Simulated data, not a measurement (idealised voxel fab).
process module | voxel spacer lines
cross-section cut | 250 nm wide | cells 5 nm
A cross-section is a grid of square cells, given in bands from the top down. A band is one or more rows of cells.
Each band's line starts with the height of the band's top and of its bottom, in nm. Then come its materials from left to right, each with its width in nm. One material with "throughout" fills the band from edge to edge. "air" is empty space.
Height 0 is the level under which the wafer as received is all one material. The lowest band goes on downwards, as in "0 down".
A width such as "30 to 40" changes by the same amount from each row of cells to the next, from the band's top row to its bottom row.
"no change" after a step means that no cell of the cross-section changed.
closed voids: empty space of 8 cells or more with no open way to the top, each as width x height at its distance from the left edge, in nm
after a step's settings: what the simulator itself notes on the step
overlay nm, on a step with a mask: how far to the right of its planned place the mask lay; to the left if negative
plan
1 op RECEIVE | material Si
2 op CONFORMAL_DEP | material Al2O3 | thk nm 5
3 op DIRECTIONAL_DEP | material SiN | thk nm 10
4 op DIRECTIONAL_DEP | material aC | thk nm 20
5 op PATTERN | tone cover | mask id MANDREL | material resist | width nm 15 | pitch nm 50 | thk nm 30 | overlay nm 0
6 op DIRECTIONAL_ETCH | etch materials aC | depth nm 20
7 op STRIP | etch materials resist
8 op CONFORMAL_DEP | material SiO2 | thk nm 10
9 op DIRECTIONAL_ETCH | etch materials SiO2 | depth nm 10
10 op STRIP | etch materials aC
11 op DIRECTIONAL_ETCH | etch materials SiN | depth nm 10
12 op STRIP | etch materials SiO2
13 op FILL_DEP | material SiO2 | thk nm 10
14 op CMP | height nm 15
varied across the wafers: width nm of step 5. The plan shows the first wafer's value. All wafers start alike
first wafer as received, after step 1
  0 down: Si throughout
  closed voids: none
each wafer at the end: cells of each material gained (+) or lost (-) since it was received, then its closed voids
width nm 15 | +50 Al2O3 | +24 SiN | +76 SiO2 | closed voids: none
width nm 20 | +50 Al2O3 | +24 SiN | +76 SiO2 | closed voids: none
width nm 25 | +50 Al2O3 | +24 SiN | +76 SiO2 | closed voids: none
width nm 30 | +50 Al2O3 | +24 SiN | +76 SiO2 | closed voids: none
